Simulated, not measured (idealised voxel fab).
The following process module bears the name voxel wiring stack.
This is section cut - it's 240 nm across, gridded in 5 nm square cells.
A cross-section is written here as square cells arranged in a grid, and it is given in bands from the top down, each band taking up one or more rows of cells.
What a band's entry tells you: where the top is and where the bottom is, as heights in nm, and after that what lies inside, material by material from left to right, each with its width in nm. Empty space is written as the word "empty", and a single material marked with the word "all across" occupies the band from edge to edge.
Heights from 0 (as-received wafer is one material below). Bottom band endless downward, as "0 -> down".
Top row gets the first number, bottom row gets the second, and each row in between changes by the same step: that is how a band width like "30 to 40" works.
Key: "stayed the same" - step with no changed cell in the cross-section.
Basically, "Fully sealed voids" tells you about the enclosed voids: empty spaces with no open way to the top, 8 cells or bigger, each written width x height at distance, where distance is from the left edge, all in nm.
Where a step's line continues beyond its settings, the continuation is a remark by the simulator itself on that step.
"overlay nm" on a masked step: distance the mask lay right of its planned place, negative for left.
## Planned step list for the process
- 1: op RECEIVE | material Si
- 2: op CONFORMAL_DEP | material SiO2 | thk nm 15
- 3: op CONFORMAL_DEP | material SiN | thk nm 5
- 4: op DIRECTIONAL_DEP | material lowk | thk nm 20
- 5: op PATTERN | tone open | mask id METAL_1 | material resist | width nm 30 | pitch nm 45 | thk nm 15 | overlay nm 0
- 6: op DIRECTIONAL_ETCH | etch materials lowk | depth nm 20
- 7: op DIRECTIONAL_ETCH | etch materials SiN | depth nm 5
- 8: op STRIP | etch materials resist
- 9: op CONFORMAL_DEP | material TiN | thk nm 5
- 10: op FILL_DEP | material Cu | thk nm 5
- 11: op CMP | height nm 40
- 12: op CONFORMAL_DEP | material SiCN | thk nm 5
- 13: op DIRECTIONAL_DEP | material lowk | thk nm 20
- 14: op MASKED_ETCH | tone open | mask id PLUG_1 | width nm 15 | pitch nm 45 | etch materials lowk | depth nm 20 | overlay nm 0
- 15: op MASKED_ETCH | tone open | mask id PLUG_1 | width nm 15 | pitch nm 45 | etch materials SiCN | depth nm 5 | overlay nm 0
- 16: op CONFORMAL_DEP | material TiN | thk nm 5
- 17: op FILL_DEP | material Cu | thk nm 5
- 18: op CMP | height nm 65
- 19: op CONFORMAL_DEP | material SiCN | thk nm 5
- 20: op DIRECTIONAL_DEP | material lowk | thk nm 20
- 21: op DIRECTIONAL_DEP | material aC | thk nm 15
- 22: op PATTERN | tone open | mask id METAL_2 | material resist | width nm 30 | pitch nm 45 | thk nm 35 | overlay nm 0
- 23: op DIRECTIONAL_ETCH | etch materials aC | depth nm 15
- 24: op STRIP | etch materials resist
- 25: op DIRECTIONAL_ETCH | etch materials lowk | depth nm 20
- 26: op DIRECTIONAL_ETCH | etch materials SiCN | depth nm 5
- 27: op STRIP | etch materials aC
- 28: op CONFORMAL_DEP | material TiN | thk nm 5
- 29: op FILL_DEP | material W | thk nm 5
- 30: op CMP | height nm 90
- 31: op EPI | material Ru | thk nm 5
- 32: op FILL_DEP | material SiCN | thk nm 5
- 33: op DIRECTIONAL_DEP | material lowk | thk nm 35
- 34: op PATTERN | tone open | mask id METAL_3 | material resist | width nm 30 | pitch nm 45 | thk nm 20 | overlay nm 0
- 35: op DIRECTIONAL_ETCH | etch materials lowk | depth nm 20
- 36: op STRIP | etch materials resist
- 37: op MASKED_ETCH | tone open | mask id METAL_3_HOLES | width nm 15 | pitch nm 45 | etch materials lowk | depth nm 15 | overlay nm 0
- 38: op MASKED_ETCH | tone open | mask id METAL_3_HOLES | width nm 15 | pitch nm 45 | etch materials SiCN | depth nm 5 | overlay nm 0
- 39: op CONFORMAL_DEP | material TiN | thk nm 5
- 40: op FILL_DEP | material Cu | thk nm 5
- 41: op CMP | height nm 135
- 42: op CONFORMAL_DEP | material SiCN | thk nm 5
## First wafer, two in total, run as planned
## Cross-section of the wafer as it came to us, i.e., already through step 1
- 0 -> down: Si all across
- Fully sealed voids: none
## Upon completion of step 2, the wafer appears in cross-section as shown
- 15 -> 0: SiO2 all across
- Under 0: no change, same as before.
## Upon completion of step 3, the wafer appears in cross-section as shown
- 20 -> 15: SiN all across
- Under 15: no change, same as before.
## Upon completion of step 4, the wafer appears in cross-section as shown
- 40 -> 20: lowk all across
- Under 20: no change, same as before.
## Upon completion of step 5, the wafer appears in cross-section as shown
- 55 -> 40: 35 resist | 30 empty | 15 resist | 30 empty | 15 resist | 30 empty | 15 resist | 30 empty | 40 resist
- Under 40: no change, same as before.
## Upon completion of step 6, the wafer appears in cross-section as shown
- 55 -> 40: 35 resist | 30 empty | 15 resist | 30 empty | 15 resist | 30 empty | 15 resist | 30 empty | 40 resist
- 40 -> 20: 35 lowk | 30 empty | 15 lowk | 30 empty | 15 lowk | 30 empty | 15 lowk | 30 empty | 40 lowk
- Under 20: no change, same as before.
## Upon completion of step 7, the wafer appears in cross-section as shown
- 55 -> 40: 35 resist | 30 empty | 15 resist | 30 empty | 15 resist | 30 empty | 15 resist | 30 empty | 40 resist
- 40 -> 20: 35 lowk | 30 empty | 15 lowk | 30 empty | 15 lowk | 30 empty | 15 lowk | 30 empty | 40 lowk
- 20 -> 15: 35 SiN | 30 empty | 15 SiN | 30 empty | 15 SiN | 30 empty | 15 SiN | 30 empty | 40 SiN
- Under 15: no change, same as before.
## Upon completion of step 8, the wafer appears in cross-section as shown
- 40 -> 20: 35 lowk | 30 empty | 15 lowk | 30 empty | 15 lowk | 30 empty | 15 lowk | 30 empty | 40 lowk
- Under 20: no change, same as before.
## Upon completion of step 9, the wafer appears in cross-section as shown
- 45 -> 40: 40 TiN | 20 empty | 25 TiN | 20 empty | 25 TiN | 20 empty | 25 TiN | 20 empty | 45 TiN
- 40 -> 20: 35 lowk | 5 TiN | 20 empty | 5 TiN | 15 lowk | 5 TiN | 20 empty | 5 TiN | 15 lowk | 5 TiN | 20 empty | 5 TiN | 15 lowk | 5 TiN | 20 empty | 5 TiN | 40 lowk
- 20 -> 15: 35 SiN | 30 TiN | 15 SiN | 30 TiN | 15 SiN | 30 TiN | 15 SiN | 30 TiN | 40 SiN
- Under 15: no change, same as before.
## Upon completion of step 10, the wafer appears in cross-section as shown
- 50 -> 45: Cu all across
- 45 -> 40: 40 TiN | 20 Cu | 25 TiN | 20 Cu | 25 TiN | 20 Cu | 25 TiN | 20 Cu | 45 TiN
- 40 -> 20: 35 lowk | 5 TiN | 20 Cu | 5 TiN | 15 lowk | 5 TiN | 20 Cu | 5 TiN | 15 lowk | 5 TiN | 20 Cu | 5 TiN | 15 lowk | 5 TiN | 20 Cu | 5 TiN | 40 lowk
- Under 20: no change, same as before.
## Upon completion of step 11, the wafer appears in cross-section as shown
- 40 -> 20: 35 lowk | 5 TiN | 20 Cu | 5 TiN | 15 lowk | 5 TiN | 20 Cu | 5 TiN | 15 lowk | 5 TiN | 20 Cu | 5 TiN | 15 lowk | 5 TiN | 20 Cu | 5 TiN | 40 lowk
- Under 20: no change, same as before.
## Upon completion of step 12, the wafer appears in cross-section as shown
- 45 -> 40: SiCN all across
- Under 40: no change, same as before.
## Upon completion of step 13, the wafer appears in cross-section as shown
- 65 -> 45: lowk all across
- Under 45: no change, same as before.
## Upon completion of step 14, the wafer appears in cross-section as shown
- 65 -> 45: 35 lowk | 15 empty | 30 lowk | 15 empty | 30 lowk | 15 empty | 30 lowk | 15 empty | 55 lowk
- Under 45: no change, same as before.
## Upon completion of step 15, the wafer appears in cross-section as shown
- 65 -> 45: 35 lowk | 15 empty | 30 lowk | 15 empty | 30 lowk | 15 empty | 30 lowk | 15 empty | 55 lowk
- 45 -> 40: 35 SiCN | 15 empty | 30 SiCN | 15 empty | 30 SiCN | 15 empty | 30 SiCN | 15 empty | 55 SiCN
- Under 40: no change, same as before.
## Upon completion of step 16, the wafer appears in cross-section as shown
- 70 -> 65: 40 TiN | 5 empty | 40 TiN | 5 empty | 40 TiN | 5 empty | 40 TiN | 5 empty | 60 TiN
- 65 -> 45: 35 lowk | 5 TiN | 5 empty | 5 TiN | 30 lowk | 5 TiN | 5 empty | 5 TiN | 30 lowk | 5 TiN | 5 empty | 5 TiN | 30 lowk | 5 TiN | 5 empty | 5 TiN | 55 lowk
- 45 -> 40: 35 SiCN | 15 TiN | 30 SiCN | 15 TiN | 30 SiCN | 15 TiN | 30 SiCN | 15 TiN | 55 SiCN
- Under 40: no change, same as before.
## Upon completion of step 17, the wafer appears in cross-section as shown
- 75 -> 70: Cu all across
- 70 -> 65: 40 TiN | 5 Cu | 40 TiN | 5 Cu | 40 TiN | 5 Cu | 40 TiN | 5 Cu | 60 TiN
- 65 -> 45: 35 lowk | 5 TiN | 5 Cu | 5 TiN | 30 lowk | 5 TiN | 5 Cu | 5 TiN | 30 lowk | 5 TiN | 5 Cu | 5 TiN | 30 lowk | 5 TiN | 5 Cu | 5 TiN | 55 lowk
- Under 45: no change, same as before.
## Upon completion of step 18, the wafer appears in cross-section as shown
- 65 -> 45: 35 lowk | 5 TiN | 5 Cu | 5 TiN | 30 lowk | 5 TiN | 5 Cu | 5 TiN | 30 lowk | 5 TiN | 5 Cu | 5 TiN | 30 lowk | 5 TiN | 5 Cu | 5 TiN | 55 lowk
- Under 45: no change, same as before.
## Upon completion of step 19, the wafer appears in cross-section as shown
- 70 -> 65: SiCN all across
- Under 65: no change, same as before.
## Upon completion of step 20, the wafer appears in cross-section as shown
- 90 -> 70: lowk all across
- Under 70: no change, same as before.
## Upon completion of step 21, the wafer appears in cross-section as shown
- 105 -> 90: aC all across
- Under 90: no change, same as before.
## Upon completion of step 22, the wafer appears in cross-section as shown
- 140 -> 105: 35 resist | 30 empty | 15 resist | 30 empty | 15 resist | 30 empty | 15 resist | 30 empty | 40 resist
- Under 105: no change, same as before.
## Upon completion of step 23, the wafer appears in cross-section as shown
- 125 -> 105: 35 resist | 30 empty | 15 resist | 30 empty | 15 resist | 30 empty | 15 resist | 30 empty | 40 resist
- 105 -> 90: 35 aC | 30 empty | 15 aC | 30 empty | 15 aC | 30 empty | 15 aC | 30 empty | 40 aC
- Under 90: no change, same as before.
## Upon completion of step 24, the wafer appears in cross-section as shown
- 105 -> 90: 35 aC | 30 empty | 15 aC | 30 empty | 15 aC | 30 empty | 15 aC | 30 empty | 40 aC
- Under 90: no change, same as before.
## Upon completion of step 25, the wafer appears in cross-section as shown
- 105 -> 90: 35 aC | 30 empty | 15 aC | 30 empty | 15 aC | 30 empty | 15 aC | 30 empty | 40 aC
- 90 -> 70: 35 lowk | 30 empty | 15 lowk | 30 empty | 15 lowk | 30 empty | 15 lowk | 30 empty | 40 lowk
- Under 70: no change, same as before.
## Upon completion of step 26, the wafer appears in cross-section as shown
- 105 -> 90: 35 aC | 30 empty | 15 aC | 30 empty | 15 aC | 30 empty | 15 aC | 30 empty | 40 aC
- 90 -> 70: 35 lowk | 30 empty | 15 lowk | 30 empty | 15 lowk | 30 empty | 15 lowk | 30 empty | 40 lowk
- 70 -> 65: 35 SiCN | 30 empty | 15 SiCN | 30 empty | 15 SiCN | 30 empty | 15 SiCN | 30 empty | 40 SiCN
- Under 65: no change, same as before.
## Upon completion of step 27, the wafer appears in cross-section as shown
- 90 -> 70: 35 lowk | 30 empty | 15 lowk | 30 empty | 15 lowk | 30 empty | 15 lowk | 30 empty | 40 lowk
- Under 70: no change, same as before.
## Upon completion of step 28, the wafer appears in cross-section as shown
- 95 -> 90: 40 TiN | 20 empty | 25 TiN | 20 empty | 25 TiN | 20 empty | 25 TiN | 20 empty | 45 TiN
- 90 -> 70: 35 lowk | 5 TiN | 20 empty | 5 TiN | 15 lowk | 5 TiN | 20 empty | 5 TiN | 15 lowk | 5 TiN | 20 empty | 5 TiN | 15 lowk | 5 TiN | 20 empty | 5 TiN | 40 lowk
- 70 -> 65: 35 SiCN | 30 TiN | 15 SiCN | 30 TiN | 15 SiCN | 30 TiN | 15 SiCN | 30 TiN | 40 SiCN
- Under 65: no change, same as before.
## Upon completion of step 29, the wafer appears in cross-section as shown
- 100 -> 95: W all across
- 95 -> 90: 40 TiN | 20 W | 25 TiN | 20 W | 25 TiN | 20 W | 25 TiN | 20 W | 45 TiN
- 90 -> 70: 35 lowk | 5 TiN | 20 W | 5 TiN | 15 lowk | 5 TiN | 20 W | 5 TiN | 15 lowk | 5 TiN | 20 W | 5 TiN | 15 lowk | 5 TiN | 20 W | 5 TiN | 40 lowk
- Under 70: no change, same as before.
## Upon completion of step 30, the wafer appears in cross-section as shown
- 90 -> 70: 35 lowk | 5 TiN | 20 W | 5 TiN | 15 lowk | 5 TiN | 20 W | 5 TiN | 15 lowk | 5 TiN | 20 W | 5 TiN | 15 lowk | 5 TiN | 20 W | 5 TiN | 40 lowk
- Under 70: no change, same as before.
## Upon completion of step 31, the wafer appears in cross-section as shown
- 95 -> 90: 30 empty | 40 Ru | 5 empty | 40 Ru | 5 empty | 40 Ru | 5 empty | 40 Ru | 35 empty
- Under 90: no change, same as before.
## Upon completion of step 32, the wafer appears in cross-section as shown
- 100 -> 95: SiCN all across
- 95 -> 90: 30 SiCN | 40 Ru | 5 SiCN | 40 Ru | 5 SiCN | 40 Ru | 5 SiCN | 40 Ru | 35 SiCN
- Under 90: no change, same as before.
## Upon completion of step 33, the wafer appears in cross-section as shown
- 135 -> 100: lowk all across
- Under 100: no change, same as before.
## Upon completion of step 34, the wafer appears in cross-section as shown
- 155 -> 135: 35 resist | 30 empty | 15 resist | 30 empty | 15 resist | 30 empty | 15 resist | 30 empty | 40 resist
- Under 135: no change, same as before.
## Upon completion of step 35, the wafer appears in cross-section as shown
- 155 -> 135: 35 resist | 30 empty | 15 resist | 30 empty | 15 resist | 30 empty | 15 resist | 30 empty | 40 resist
- 135 -> 115: 35 lowk | 30 empty | 15 lowk | 30 empty | 15 lowk | 30 empty | 15 lowk | 30 empty | 40 lowk
- Under 115: no change, same as before.
## Upon completion of step 36, the wafer appears in cross-section as shown
- 135 -> 115: 35 lowk | 30 empty | 15 lowk | 30 empty | 15 lowk | 30 empty | 15 lowk | 30 empty | 40 lowk
- Under 115: no change, same as before.
## Upon completion of step 37, the wafer appears in cross-section as shown
- 135 -> 115: 35 lowk | 30 empty | 15 lowk | 30 empty | 15 lowk | 30 empty | 15 lowk | 30 empty | 40 lowk
- 115 -> 100: 35 lowk | 15 empty | 30 lowk | 15 empty | 30 lowk | 15 empty | 30 lowk | 15 empty | 55 lowk
- Under 100: no change, same as before.
## Upon completion of step 38, the wafer appears in cross-section as shown
- 135 -> 115: 35 lowk | 30 empty | 15 lowk | 30 empty | 15 lowk | 30 empty | 15 lowk | 30 empty | 40 lowk
- 115 -> 100: 35 lowk | 15 empty | 30 lowk | 15 empty | 30 lowk | 15 empty | 30 lowk | 15 empty | 55 lowk
- 100 -> 95: 35 SiCN | 15 empty | 30 SiCN | 15 empty | 30 SiCN | 15 empty | 30 SiCN | 15 empty | 55 SiCN
- Under 95: no change, same as before.
## Upon completion of step 39, the wafer appears in cross-section as shown
- 140 -> 135: 40 TiN | 20 empty | 25 TiN | 20 empty | 25 TiN | 20 empty | 25 TiN | 20 empty | 45 TiN
- 135 -> 120: 35 lowk | 5 TiN | 20 empty | 5 TiN | 15 lowk | 5 TiN | 20 empty | 5 TiN | 15 lowk | 5 TiN | 20 empty | 5 TiN | 15 lowk | 5 TiN | 20 empty | 5 TiN | 40 lowk
- 120 -> 115: 35 lowk | 5 TiN | 5 empty | 20 TiN | 15 lowk | 5 TiN | 5 empty | 20 TiN | 15 lowk | 5 TiN | 5 empty | 20 TiN | 15 lowk | 5 TiN | 5 empty | 20 TiN | 40 lowk
- 115 -> 100: 35 lowk | 5 TiN | 5 empty | 5 TiN | 30 lowk | 5 TiN | 5 empty | 5 TiN | 30 lowk | 5 TiN | 5 empty | 5 TiN | 30 lowk | 5 TiN | 5 empty | 5 TiN | 55 lowk
- 100 -> 95: 35 SiCN | 15 TiN | 30 SiCN | 15 TiN | 30 SiCN | 15 TiN | 30 SiCN | 15 TiN | 55 SiCN
- Under 95: no change, same as before.
## Upon completion of step 40, the wafer appears in cross-section as shown
- 145 -> 140: Cu all across
- 140 -> 135: 40 TiN | 20 Cu | 25 TiN | 20 Cu | 25 TiN | 20 Cu | 25 TiN | 20 Cu | 45 TiN
- 135 -> 120: 35 lowk | 5 TiN | 20 Cu | 5 TiN | 15 lowk | 5 TiN | 20 Cu | 5 TiN | 15 lowk | 5 TiN | 20 Cu | 5 TiN | 15 lowk | 5 TiN | 20 Cu | 5 TiN | 40 lowk
- 120 -> 115: 35 lowk | 5 TiN | 5 Cu | 20 TiN | 15 lowk | 5 TiN | 5 Cu | 20 TiN | 15 lowk | 5 TiN | 5 Cu | 20 TiN | 15 lowk | 5 TiN | 5 Cu | 20 TiN | 40 lowk
- 115 -> 100: 35 lowk | 5 TiN | 5 Cu | 5 TiN | 30 lowk | 5 TiN | 5 Cu | 5 TiN | 30 lowk | 5 TiN | 5 Cu | 5 TiN | 30 lowk | 5 TiN | 5 Cu | 5 TiN | 55 lowk
- Under 100: no change, same as before.
## Upon completion of step 41, the wafer appears in cross-section as shown
- 135 -> 120: 35 lowk | 5 TiN | 20 Cu | 5 TiN | 15 lowk | 5 TiN | 20 Cu | 5 TiN | 15 lowk | 5 TiN | 20 Cu | 5 TiN | 15 lowk | 5 TiN | 20 Cu | 5 TiN | 40 lowk
- Under 120: no change, same as before.
## Upon completion of step 42, the wafer appears in cross-section as shown
- 140 -> 135: SiCN all across
- Under 135: no change, same as before.
## Second wafer. Start and plan as for the first. One mistake made in running. Agrees with the first up to and including step 11
## At the planned end of step 12, the second wafer in cross-section
- 45 -> 40: TiN all across
- Under 40: no change, same as before.
## At the planned end of step 13, the second wafer in cross-section
- 65 -> 45: lowk all across
- Under 45: no change, same as before.
## At the planned end of step 14, the second wafer in cross-section
- 65 -> 45: 35 lowk | 15 empty | 30 lowk | 15 empty | 30 lowk | 15 empty | 30 lowk | 15 empty | 55 lowk
- Under 45: no change, same as before.
At the planned end of step 15, the second wafer in cross-section: stayed the same
## At the planned end of step 16, the second wafer in cross-section
- 70 -> 65: 40 TiN | 5 empty | 40 TiN | 5 empty | 40 TiN | 5 empty | 40 TiN | 5 empty | 60 TiN
- 65 -> 50: 35 lowk | 5 TiN | 5 empty | 5 TiN | 30 lowk | 5 TiN | 5 empty | 5 TiN | 30 lowk | 5 TiN | 5 empty | 5 TiN | 30 lowk | 5 TiN | 5 empty | 5 TiN | 55 lowk
- 50 -> 45: 35 lowk | 15 TiN | 30 lowk | 15 TiN | 30 lowk | 15 TiN | 30 lowk | 15 TiN | 55 lowk
- Under 45: no change, same as before.
## At the planned end of step 17, the second wafer in cross-section
- 75 -> 70: Cu all across
- 70 -> 65: 40 TiN | 5 Cu | 40 TiN | 5 Cu | 40 TiN | 5 Cu | 40 TiN | 5 Cu | 60 TiN
- 65 -> 50: 35 lowk | 5 TiN | 5 Cu | 5 TiN | 30 lowk | 5 TiN | 5 Cu | 5 TiN | 30 lowk | 5 TiN | 5 Cu | 5 TiN | 30 lowk | 5 TiN | 5 Cu | 5 TiN | 55 lowk
- Under 50: no change, same as before.
## At the planned end of step 18, the second wafer in cross-section
- 65 -> 50: 35 lowk | 5 TiN | 5 Cu | 5 TiN | 30 lowk | 5 TiN | 5 Cu | 5 TiN | 30 lowk | 5 TiN | 5 Cu | 5 TiN | 30 lowk | 5 TiN | 5 Cu | 5 TiN | 55 lowk
- Under 50: no change, same as before.
## At the planned end of step 19, the second wafer in cross-section
- 70 -> 65: SiCN all across
- Under 65: no change, same as before.
## At the planned end of step 20, the second wafer in cross-section
- 90 -> 70: lowk all across
- Under 70: no change, same as before.
## At the planned end of step 21, the second wafer in cross-section
- 105 -> 90: aC all across
- Under 90: no change, same as before.
## At the planned end of step 22, the second wafer in cross-section
- 140 -> 105: 35 resist | 30 empty | 15 resist | 30 empty | 15 resist | 30 empty | 15 resist | 30 empty | 40 resist
- Under 105: no change, same as before.
## At the planned end of step 23, the second wafer in cross-section
- 125 -> 105: 35 resist | 30 empty | 15 resist | 30 empty | 15 resist | 30 empty | 15 resist | 30 empty | 40 resist
- 105 -> 90: 35 aC | 30 empty | 15 aC | 30 empty | 15 aC | 30 empty | 15 aC | 30 empty | 40 aC
- Under 90: no change, same as before.
## At the planned end of step 24, the second wafer in cross-section
- 105 -> 90: 35 aC | 30 empty | 15 aC | 30 empty | 15 aC | 30 empty | 15 aC | 30 empty | 40 aC
- Under 90: no change, same as before.
## At the planned end of step 25, the second wafer in cross-section
- 105 -> 90: 35 aC | 30 empty | 15 aC | 30 empty | 15 aC | 30 empty | 15 aC | 30 empty | 40 aC
- 90 -> 70: 35 lowk | 30 empty | 15 lowk | 30 empty | 15 lowk | 30 empty | 15 lowk | 30 empty | 40 lowk
- Under 70: no change, same as before.
## At the planned end of step 26, the second wafer in cross-section
- 105 -> 90: 35 aC | 30 empty | 15 aC | 30 empty | 15 aC | 30 empty | 15 aC | 30 empty | 40 aC
- 90 -> 70: 35 lowk | 30 empty | 15 lowk | 30 empty | 15 lowk | 30 empty | 15 lowk | 30 empty | 40 lowk
- 70 -> 65: 35 SiCN | 30 empty | 15 SiCN | 30 empty | 15 SiCN | 30 empty | 15 SiCN | 30 empty | 40 SiCN
- Under 65: no change, same as before.
## At the planned end of step 27, the second wafer in cross-section
- 90 -> 70: 35 lowk | 30 empty | 15 lowk | 30 empty | 15 lowk | 30 empty | 15 lowk | 30 empty | 40 lowk
- Under 70: no change, same as before.
## At the planned end of step 28, the second wafer in cross-section
- 95 -> 90: 40 TiN | 20 empty | 25 TiN | 20 empty | 25 TiN | 20 empty | 25 TiN | 20 empty | 45 TiN
- 90 -> 70: 35 lowk | 5 TiN | 20 empty | 5 TiN | 15 lowk | 5 TiN | 20 empty | 5 TiN | 15 lowk | 5 TiN | 20 empty | 5 TiN | 15 lowk | 5 TiN | 20 empty | 5 TiN | 40 lowk
- 70 -> 65: 35 SiCN | 30 TiN | 15 SiCN | 30 TiN | 15 SiCN | 30 TiN | 15 SiCN | 30 TiN | 40 SiCN
- Under 65: no change, same as before.
## At the planned end of step 29, the second wafer in cross-section
- 100 -> 95: W all across
- 95 -> 90: 40 TiN | 20 W | 25 TiN | 20 W | 25 TiN | 20 W | 25 TiN | 20 W | 45 TiN
- 90 -> 70: 35 lowk | 5 TiN | 20 W | 5 TiN | 15 lowk | 5 TiN | 20 W | 5 TiN | 15 lowk | 5 TiN | 20 W | 5 TiN | 15 lowk | 5 TiN | 20 W | 5 TiN | 40 lowk
- Under 70: no change, same as before.
## At the planned end of step 30, the second wafer in cross-section
- 90 -> 70: 35 lowk | 5 TiN | 20 W | 5 TiN | 15 lowk | 5 TiN | 20 W | 5 TiN | 15 lowk | 5 TiN | 20 W | 5 TiN | 15 lowk | 5 TiN | 20 W | 5 TiN | 40 lowk
- Under 70: no change, same as before.
## At the planned end of step 31, the second wafer in cross-section
- 95 -> 90: 30 empty | 40 Ru | 5 empty | 40 Ru | 5 empty | 40 Ru | 5 empty | 40 Ru | 35 empty
- Under 90: no change, same as before.
## At the planned end of step 32, the second wafer in cross-section
- 100 -> 95: SiCN all across
- 95 -> 90: 30 SiCN | 40 Ru | 5 SiCN | 40 Ru | 5 SiCN | 40 Ru | 5 SiCN | 40 Ru | 35 SiCN
- Under 90: no change, same as before.
## At the planned end of step 33, the second wafer in cross-section
- 135 -> 100: lowk all across
- Under 100: no change, same as before.
## At the planned end of step 34, the second wafer in cross-section
- 155 -> 135: 35 resist | 30 empty | 15 resist | 30 empty | 15 resist | 30 empty | 15 resist | 30 empty | 40 resist
- Under 135: no change, same as before.
## At the planned end of step 35, the second wafer in cross-section
- 155 -> 135: 35 resist | 30 empty | 15 resist | 30 empty | 15 resist | 30 empty | 15 resist | 30 empty | 40 resist
- 135 -> 115: 35 lowk | 30 empty | 15 lowk | 30 empty | 15 lowk | 30 empty | 15 lowk | 30 empty | 40 lowk
- Under 115: no change, same as before.
## At the planned end of step 36, the second wafer in cross-section
- 135 -> 115: 35 lowk | 30 empty | 15 lowk | 30 empty | 15 lowk | 30 empty | 15 lowk | 30 empty | 40 lowk
- Under 115: no change, same as before.
## At the planned end of step 37, the second wafer in cross-section
- 135 -> 115: 35 lowk | 30 empty | 15 lowk | 30 empty | 15 lowk | 30 empty | 15 lowk | 30 empty | 40 lowk
- 115 -> 100: 35 lowk | 15 empty | 30 lowk | 15 empty | 30 lowk | 15 empty | 30 lowk | 15 empty | 55 lowk
- Under 100: no change, same as before.
## At the planned end of step 38, the second wafer in cross-section
- 135 -> 115: 35 lowk | 30 empty | 15 lowk | 30 empty | 15 lowk | 30 empty | 15 lowk | 30 empty | 40 lowk
- 115 -> 100: 35 lowk | 15 empty | 30 lowk | 15 empty | 30 lowk | 15 empty | 30 lowk | 15 empty | 55 lowk
- 100 -> 95: 35 SiCN | 15 empty | 30 SiCN | 15 empty | 30 SiCN | 15 empty | 30 SiCN | 15 empty | 55 SiCN
- Under 95: no change, same as before.
## At the planned end of step 39, the second wafer in cross-section
- 140 -> 135: 40 TiN | 20 empty | 25 TiN | 20 empty | 25 TiN | 20 empty | 25 TiN | 20 empty | 45 TiN
- 135 -> 120: 35 lowk | 5 TiN | 20 empty | 5 TiN | 15 lowk | 5 TiN | 20 empty | 5 TiN | 15 lowk | 5 TiN | 20 empty | 5 TiN | 15 lowk | 5 TiN | 20 empty | 5 TiN | 40 lowk
- 120 -> 115: 35 lowk | 5 TiN | 5 empty | 20 TiN | 15 lowk | 5 TiN | 5 empty | 20 TiN | 15 lowk | 5 TiN | 5 empty | 20 TiN | 15 lowk | 5 TiN | 5 empty | 20 TiN | 40 lowk
- 115 -> 100: 35 lowk | 5 TiN | 5 empty | 5 TiN | 30 lowk | 5 TiN | 5 empty | 5 TiN | 30 lowk | 5 TiN | 5 empty | 5 TiN | 30 lowk | 5 TiN | 5 empty | 5 TiN | 55 lowk
- 100 -> 95: 35 SiCN | 15 TiN | 30 SiCN | 15 TiN | 30 SiCN | 15 TiN | 30 SiCN | 15 TiN | 55 SiCN
- Under 95: no change, same as before.
## At the planned end of step 40, the second wafer in cross-section
- 145 -> 140: Cu all across
- 140 -> 135: 40 TiN | 20 Cu | 25 TiN | 20 Cu | 25 TiN | 20 Cu | 25 TiN | 20 Cu | 45 TiN
- 135 -> 120: 35 lowk | 5 TiN | 20 Cu | 5 TiN | 15 lowk | 5 TiN | 20 Cu | 5 TiN | 15 lowk | 5 TiN | 20 Cu | 5 TiN | 15 lowk | 5 TiN | 20 Cu | 5 TiN | 40 lowk
- 120 -> 115: 35 lowk | 5 TiN | 5 Cu | 20 TiN | 15 lowk | 5 TiN | 5 Cu | 20 TiN | 15 lowk | 5 TiN | 5 Cu | 20 TiN | 15 lowk | 5 TiN | 5 Cu | 20 TiN | 40 lowk
- 115 -> 100: 35 lowk | 5 TiN | 5 Cu | 5 TiN | 30 lowk | 5 TiN | 5 Cu | 5 TiN | 30 lowk | 5 TiN | 5 Cu | 5 TiN | 30 lowk | 5 TiN | 5 Cu | 5 TiN | 55 lowk
- Under 100: no change, same as before.
## At the planned end of step 41, the second wafer in cross-section
- 135 -> 120: 35 lowk | 5 TiN | 20 Cu | 5 TiN | 15 lowk | 5 TiN | 20 Cu | 5 TiN | 15 lowk | 5 TiN | 20 Cu | 5 TiN | 15 lowk | 5 TiN | 20 Cu | 5 TiN | 40 lowk
- Under 120: no change, same as before.
## At the planned end of step 42, the second wafer in cross-section
- 140 -> 135: SiCN all across
- Under 135: no change, same as before.
What was the processing mistake? it should be noted that step 12 was executed with settings other than those planned, the operation and settings actually applied being op CONFORMAL_DEP | material TiN | thk nm 5
Per the end-of-run cell counts, the second wafer holds more or fewer of some materials than the first: Cu: 4 fewer | SiCN: 36 fewer | TiN: 40 more
